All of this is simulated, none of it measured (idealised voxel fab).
Proc. module: voxel local oxidation
Square cell edge 5 nm, section width 295 nm, ID cut.
Square cells in a grid make up a cross-section in this document, and the grid is given as bands, listed from the top down, each one or more rows of cells. Heights first: top, then bottom, in nm. Then materials, left to right, each with a width in nm. "everywhere" on a single material: fills the band edge to edge. "empty": empty space. All heights in this document are referenced to 0, defined as the level beneath which the wafer, as received, consists entirely of one material. The lowest band is not bounded below; it extends indefinitely downward and is written in the form "from 0 down". A width given as "30->40" starts at the first number in the band's top row and ends at the second number in its bottom row, shifting by an equal amount at every step from row to row. Reading "no change occurred" for a step: not a cell of the cross-section changed in it. Each empty space that has no open way to the top and spans at least 8 cells appears under "Cavities, sealed" as width x height at distance, the distance counted from the left edge, all in nm. Text after the settings on a step's line: the simulator's own remark on that step. overlay nm: how far to the right of its planned place the mask lay on this masked step (negative: to the left). Read the rest as pairs. Take the cross-section before one process step, then the cross-section after it, which shows only down to the lowest band that changed. Under the pair, find the step between them and its settings. Bear in mind that pairs may come from different runs of this module on the same starting wafer: link a pair to the pair above it only where its entry headed "Before-step section" says to.

-- Before-step section
* from 0 down = Si everywhere
* Cavities, sealed: none

-- Sectional Result
* from 5 to 0 = SiO2 everywhere
* Below 0 it's all the same as before, nothing changed down there.
* Cavities, sealed: none
Which step turns the before cross-section above into the after cross-section? CONFORMAL_DEP: material SiO2, thk nm 5

Before-step section: just use the after drawing of the pair above as your starting point.

-- Sectional Result
* from 20 to 5 = SiN everywhere
* Below 5 it's all the same as before, nothing changed down there.
* Cavities, sealed: none
Which step turns the before cross-section above into the after cross-section? CONFORMAL_DEP: material SiN, thk nm 15

Before-step section: just use the after drawing of the pair above as your starting point.

-- Sectional Result
* from 35 to 20 = empty: 85 | resist: 125 | empty: 85
* Below 20 it's all the same as before, nothing changed down there.
* Cavities, sealed: none
Which step turns the before cross-section above into the after cross-section? PATTERN: tone cover, mask id ACTIVE, material resist, width nm 125, thk nm 15, overlay nm 0

Before-step section: just use the after drawing of the pair above as your starting point.

-- Sectional Result
* from 35 to 20 = empty: 85 | resist: 125 | empty: 85
* from 20 to 5 = empty: 85 | SiN: 125 | empty: 85
* Below 5 it's all the same as before, nothing changed down there.
* Cavities, sealed: none
Which step turns the before cross-section above into the after cross-section? DIRECTIONAL_ETCH: etch materials SiN, depth nm 15

Before-step section: just use the after drawing of the pair above as your starting point.

-- Sectional Result
* from 20 to 5 = empty: 85 | SiN: 125 | empty: 85
* Below 5 it's all the same as before, nothing changed down there.
* Cavities, sealed: none
Which step turns the before cross-section above into the after cross-section? STRIP: etch materials resist

Before-step section: just use the after drawing of the pair above as your starting point.

-- Sectional Result
* from 20 to 5 = empty: 85 | SiN: 125 | empty: 85
* from 5 to 0 = empty: 90 | SiO2: 115 | empty: 90
* Below 0 it's all the same as before, nothing changed down there.
* Cavities, sealed: none
Which step turns the before cross-section above into the after cross-section? SELECTIVE_ETCH: etch materials SiO2, depth nm 5

Before-step section: just use the after drawing of the pair above as your starting point.

-- Sectional Result
* from 20 to 5 = empty: 85 | SiN: 125 | empty: 85
* from 5 to 0 = empty: 90 | SiO2: 115 | empty: 90
* from 0 to -15 = SiO2: 105 | Si: 85 | SiO2: 105
* Below -15 it's all the same as before, nothing changed down there.
* Cavities, sealed: none
Which step turns the before cross-section above into the after cross-section? OXIDIZE: depth nm 15

Before-step section: just use the after drawing of the pair above as your starting point.

-- Sectional Result
* from 5 to 0 = empty: 90 | SiO2: 115 | empty: 90
* Below 0 it's all the same as before, nothing changed down there.
* Cavities, sealed: none
Which step turns the before cross-section above into the after cross-section? STRIP: etch materials SiN

-- Before-step section
* from 35 to 20 = empty: 85 | resist: 125 | empty: 85
* from 20 to 5 = empty: 85 | SiN: 125 | empty: 85
* from 5 to 0 = SiO2 everywhere
* from 0 down = Si everywhere
* Cavities, sealed: none

-- Sectional Result
* from 35 to 20 = empty: 85 | resist: 125 | empty: 85
* from 20 to 5 = empty: 85 | SiN: 125 | empty: 85
* from 5 to 0 = empty: 90 | SiO2: 115 | empty: 90
* Below 0 it's all the same as before, nothing changed down there.
* Cavities, sealed: none
Which step turns the before cross-section above into the after cross-section? SELECTIVE_ETCH: etch materials SiO2, depth nm 5

Before-step section: just use the after drawing of the pair above as your starting point.

-- Sectional Result
* from 20 to 5 = empty: 85 | SiN: 125 | empty: 85
* Below 5 it's all the same as before, nothing changed down there.
* Cavities, sealed: none
Which step turns the before cross-section above into the after cross-section? STRIP: etch materials resist

Before-step section: just use the after drawing of the pair above as your starting point.

-- Sectional Result
* from 20 to 5 = empty: 85 | SiN: 125 | empty: 85
* from 5 to 0 = empty: 90 | SiO2: 115 | empty: 90
* from 0 to -25 = SiO2: 115 | Si: 65 | SiO2: 115
* Below -25 it's all the same as before, nothing changed down there.
* Cavities, sealed: none
Which step turns the before cross-section above into the after cross-section? OXIDIZE: depth nm 25

Before-step section: just use the after drawing of the pair above as your starting point.

-- Sectional Result
* from 5 to 0 = empty: 90 | SiO2: 115 | empty: 90
* Below 0 it's all the same as before, nothing changed down there.
* Cavities, sealed: none
Which step turns the before cross-section above into the after cross-section? STRIP: etch materials SiN

-- Before-step section
* from 20 to 5 = SiN everywhere
* from 5 to 0 = SiO2 everywhere
* from 0 down = Si everywhere
* Cavities, sealed: none

-- Sectional Result
* from 35 to 20 = empty: 80 | resist: 135 | empty: 80
* Below 20 it's all the same as before, nothing changed down there.
* Cavities, sealed: none
Which step turns the before cross-section above into the after cross-section? PATTERN: tone cover, mask id ACTIVE, material resist, width nm 135, thk nm 15, overlay nm 0

Before-step section: just use the after drawing of the pair above as your starting point.

-- Sectional Result
* from 35 to 20 = empty: 80 | resist: 135 | empty: 80
* from 20 to 5 = empty: 80 | SiN: 135 | empty: 80
* Below 5 it's all the same as before, nothing changed down there.
* Cavities, sealed: none
Which step turns the before cross-section above into the after cross-section? DIRECTIONAL_ETCH: etch materials SiN, depth nm 15

Before-step section: just use the after drawing of the pair above as your starting point.

-- Sectional Result
* from 20 to 5 = empty: 80 | SiN: 135 | empty: 80
* Below 5 it's all the same as before, nothing changed down there.
* Cavities, sealed: none
Which step turns the before cross-section above into the after cross-section? STRIP: etch materials resist

Before-step section: just use the after drawing of the pair above as your starting point.

-- Sectional Result
* from 20 to 5 = empty: 80 | SiN: 135 | empty: 80
* from 5 to 0 = empty: 85 | SiO2: 125 | empty: 85
* Below 0 it's all the same as before, nothing changed down there.
* Cavities, sealed: none
Which step turns the before cross-section above into the after cross-section? SELECTIVE_ETCH: etch materials SiO2, depth nm 5

Before-step section: just use the after drawing of the pair above as your starting point.

-- Sectional Result
* from 20 to 5 = empty: 80 | SiN: 135 | empty: 80
* from 5 to 0 = empty: 85 | SiO2: 125 | empty: 85
* from 0 to -15 = SiO2: 100 | Si: 95 | SiO2: 100
* Below -15 it's all the same as before, nothing changed down there.
* Cavities, sealed: none
Which step turns the before cross-section above into the after cross-section? OXIDIZE: depth nm 15

Before-step section: just use the after drawing of the pair above as your starting point.

-- Sectional Result
* from 5 to 0 = empty: 85 | SiO2: 125 | empty: 85
* Below 0 it's all the same as before, nothing changed down there.
* Cavities, sealed: none
Which step turns the before cross-section above into the after cross-section? STRIP: etch materials SiN

-- Before-step section
* from 20 to 5 = SiN everywhere
* from 5 to 0 = SiO2 everywhere
* from 0 down = Si everywhere
* Cavities, sealed: none

-- Sectional Result
* from 35 to 20 = empty: 80 | resist: 125 | empty: 90
* Below 20 it's all the same as before, nothing changed down there.
* Cavities, sealed: none
Which step turns the before cross-section above into the after cross-section? PATTERN: tone cover, mask id ACTIVE, material resist, width nm 125, thk nm 15, overlay nm -5

Before-step section: just use the after drawing of the pair above as your starting point.

-- Sectional Result
* from 35 to 20 = empty: 80 | resist: 125 | empty: 90
* from 20 to 5 = empty: 80 | SiN: 125 | empty: 90
* Below 5 it's all the same as before, nothing changed down there.
* Cavities, sealed: none
Which step turns the before cross-section above into the after cross-section? DIRECTIONAL_ETCH: etch materials SiN, depth nm 15

Before-step section: just use the after drawing of the pair above as your starting point.

-- Sectional Result
* from 20 to 5 = empty: 80 | SiN: 125 | empty: 90
* Below 5 it's all the same as before, nothing changed down there.
* Cavities, sealed: none
Which step turns the before cross-section above into the after cross-section? STRIP: etch materials resist

Before-step section: just use the after drawing of the pair above as your starting point.

-- Sectional Result
* from 20 to 5 = empty: 80 | SiN: 125 | empty: 90
* from 5 to 0 = empty: 85 | SiO2: 115 | empty: 95
* Below 0 it's all the same as before, nothing changed down there.
* Cavities, sealed: none
Which step turns the before cross-section above into the after cross-section? SELECTIVE_ETCH: etch materials SiO2, depth nm 5

Before-step section: just use the after drawing of the pair above as your starting point.

-- Sectional Result
* from 20 to 5 = empty: 80 | SiN: 125 | empty: 90
* from 5 to 0 = empty: 85 | SiO2: 115 | empty: 95
* from 0 to -15 = SiO2: 100 | Si: 85 | SiO2: 110
* Below -15 it's all the same as before, nothing changed down there.
* Cavities, sealed: none
Which step turns the before cross-section above into the after cross-section? OXIDIZE: depth nm 15

Before-step section: just use the after drawing of the pair above as your starting point.

-- Sectional Result
* from 5 to 0 = empty: 85 | SiO2: 115 | empty: 95
* Below 0 it's all the same as before, nothing changed down there.
* Cavities, sealed: none
Which step turns the before cross-section above into the after cross-section? STRIP: etch materials SiN

-- Before-step section
* from 5 to 0 = SiO2 everywhere
* from 0 down = Si everywhere
* Cavities, sealed: none

-- Sectional Result
* from 20 to 0 = SiO2 everywhere
* Below 0 it's all the same as before, nothing changed down there.
* Cavities, sealed: none
Which step turns the before cross-section above into the after cross-section? CONFORMAL_DEP: material SiO2, thk nm 15

Before-step section: just use the after drawing of the pair above as your starting point.

-- Sectional Result
* from 35 to 20 = empty: 85 | resist: 125 | empty: 85
* Below 20 it's all the same as before, nothing changed down there.
* Cavities, sealed: none
Which step turns the before cross-section above into the after cross-section? PATTERN: tone cover, mask id ACTIVE, material resist, width nm 125, thk nm 15, overlay nm 0

Before-step section: just use the after drawing of the pair above as your starting point.

-- Sectional Result
* from 20 to 0 = SiO2 everywhere
* Below 0 it's all the same as before, nothing changed down there.
* Cavities, sealed: none
Which step turns the before cross-section above into the after cross-section? STRIP: etch materials resist

Before-step section: just use the after drawing of the pair above as your starting point.

-- Sectional Result
* from 15 to 0 = SiO2 everywhere
* Below 0 it's all the same as before, nothing changed down there.
* Cavities, sealed: none
Which step turns the before cross-section above into the after cross-section? SELECTIVE_ETCH: etch materials SiO2, depth nm 5

-- Before-step section
* from 20 to 5 = SiN everywhere
* from 5 to 0 = SiO2 everywhere
* from 0 down = Si everywhere
* Cavities, sealed: none

-- Sectional Result
* from 35 to 20 = resist: 85 | empty: 125 | resist: 85
* Below 20 it's all the same as before, nothing changed down there.
* Cavities, sealed: none
Which step turns the before cross-section above into the after cross-section? PATTERN: tone open, mask id ACTIVE, material resist, width nm 125, thk nm 15, overlay nm 0

Before-step section: just use the after drawing of the pair above as your starting point.

-- Sectional Result
* from 35 to 20 = resist: 85 | empty: 125 | resist: 85
* from 20 to 5 = SiN: 85 | empty: 125 | SiN: 85
* Below 5 it's all the same as before, nothing changed down there.
* Cavities, sealed: none
Which step turns the before cross-section above into the after cross-section? DIRECTIONAL_ETCH: etch materials SiN, depth nm 15

Before-step section: just use the after drawing of the pair above as your starting point.

-- Sectional Result
* from 20 to 5 = SiN: 85 | empty: 125 | SiN: 85
* Below 5 it's all the same as before, nothing changed down there.
* Cavities, sealed: none
Which step turns the before cross-section above into the after cross-section? STRIP: etch materials resist

Before-step section: just use the after drawing of the pair above as your starting point.

-- Sectional Result
* from 20 to 5 = SiN: 85 | empty: 125 | SiN: 85
* from 5 to 0 = SiO2: 80 | empty: 135 | SiO2: 80
* Below 0 it's all the same as before, nothing changed down there.
* Cavities, sealed: none
Which step turns the before cross-section above into the after cross-section? SELECTIVE_ETCH: etch materials SiO2, depth nm 5

Before-step section: just use the after drawing of the pair above as your starting point.

-- Sectional Result
* from 20 to 5 = SiN: 85 | empty: 125 | SiN: 85
* from 5 to 0 = SiO2: 80 | empty: 135 | SiO2: 80
* from 0 to -15 = Si: 65 | SiO2: 165 | Si: 65
* Below -15 it's all the same as before, nothing changed down there.
* Cavities, sealed: none
Which step turns the before cross-section above into the after cross-section? OXIDIZE: depth nm 15

Before-step section: just use the after drawing of the pair above as your starting point.

-- Sectional Result
* from 5 to 0 = SiO2: 80 | empty: 135 | SiO2: 80
* Below 0 it's all the same as before, nothing changed down there.
* Cavities, sealed: none
Which step turns the before cross-section above into the after cross-section? STRIP: etch materials SiN
